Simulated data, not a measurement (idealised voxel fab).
Process module under the name voxel double patterning
Pictured: cross-section cut, 160 nm wide, on a grid of 5 nm square cells.
How to read a cross-section here: the picture is a grid of square cells, written as bands going from the top down, and any band can span one or more rows of cells. Per band: top height and bottom height in nm, followed by the left-to-right materials and their widths in nm; "throughout" marks a single material spanning edge to edge, "empty" marks empty space. Heights are expressed relative to 0, this being the level below which the as-received wafer comprises one material exclusively. The lowest band is unbounded in the downward direction and is denoted as in "0 -> down". Top row gets the first number, bottom row gets the second, and each row in between changes by the same step: that is how a band width like "30..40" works. "nothing altered" means the step left every cell of the cross-section as it was. Under "Closed empty spaces" you'll find the enclosed gaps, the ones with no way out to the top, that are 8 cells or bigger; each reads width x height at distance, with distance counted from the left edge, everything in nm. If you see something after the settings on a step's line, that's the simulator's own remark about that step. "overlay nm", when on a step's line for a step with a mask, measures how far to the right of its planned place the mask lay; a negative measure means to the left.

**Planned process steps**
1 RECEIVE, material Si
2 CONFORMAL_DEP, material SiO2, thk nm 10
3 DIRECTIONAL_DEP, material polySi, thk nm 15
4 DIRECTIONAL_DEP, material SiCN, thk nm 10
5 MASKED_ETCH, tone open, mask id FIRST, width nm 15, pitch nm 50, etch materials SiCN, depth nm 10, overlay nm -5
6 DIRECTIONAL_DEP, material aC, thk nm 10
7 PATTERN, tone open, mask id SECOND, material resist, width nm 15, pitch nm 50, thk nm 25, overlay nm 0
8 DIRECTIONAL_ETCH, etch materials aC, depth nm 10
9 STRIP, etch materials resist
10 DIRECTIONAL_ETCH, etch materials SiCN, depth nm 10
11 STRIP, etch materials aC
12 DIRECTIONAL_ETCH, etch materials polySi, depth nm 15
13 STRIP, etch materials SiCN
Wafers differ in overlay nm at step 5; plan lists the first wafer's value; identical starting state.

**After step 1, as received: first of several wafers, cross-section**
0 -> down: Si throughout
Closed empty spaces: none

**End of module, by wafer: material-by-material cell gain (+) or loss (-) since receipt, then closed voids**
overlay nm -5 | +64 SiO2 | +51 polySi | Closed empty spaces: none
overlay nm 0 | +64 SiO2 | +51 polySi | Closed empty spaces: none
overlay nm 5 | +64 SiO2 | +51 polySi | Closed empty spaces: none
overlay nm 10 | +64 SiO2 | +51 polySi | Closed empty spaces: none
